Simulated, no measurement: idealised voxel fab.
process module | voxel released beams
cross-section cut | 260 nm wide | cells 5 nm
A cross-section is a grid of square cells, given in bands from the top down. A band is one or more rows of cells.
Each band's line starts with the height of the band's top and of its bottom, in nm. Then come its materials from left to right, each with its width in nm. One material with "throughout" fills the band from edge to edge. "air" is empty space.
Height 0 is the level under which the wafer as received is all one material. The lowest band goes on downwards, as in "0 down".
A width such as "30 to 40" changes by the same amount from each row of cells to the next, from the band's top row to its bottom row.
"no change" after a step means that no cell of the cross-section changed.
closed voids: empty space of 8 cells or more with no open way to the top, each as width x height at its distance from the left edge, in nm
after a step's settings: what the simulator itself notes on the step
overlay nm, on a step with a mask: how far to the right of its planned place the mask lay; to the left if negative
plan
1 op RECEIVE | material Si
2 op CONFORMAL_DEP | material Al2O3 | thk nm 5
3 op DIRECTIONAL_DEP | material SiO2 | thk nm 10
4 op PATTERN | tone open | mask id ANCHOR | material resist | width nm 25 | thk nm 20 | overlay nm 0
5 op DIRECTIONAL_ETCH | etch materials SiO2 | depth nm 10
6 op STRIP | etch materials resist
7 op CONFORMAL_DEP | material SiN | thk nm 10
8 op PATTERN | tone cover | mask id BEAM | material resist | width nm 105 | thk nm 15 | overlay nm 0
9 op DIRECTIONAL_ETCH | etch materials SiN | depth nm 10
10 op STRIP | etch materials resist
11 op STRIP | etch materials SiO2
as received, after step 1
  0 down: Si throughout
  closed voids: none
a wafer at the end: this start, this plan, one mistake
  30 to 20: air 75 | SiN 105 | air 80
  20 to 15: SiN throughout
  15 to 5: SiO2 80 | SiN 25 | SiO2 155
  5 to 0: Al2O3 throughout
  0 down: Si throughout
  closed voids: none
what went wrong: step 7 ran as: op CONFORMAL_DEP | material SiN | thk nm 15
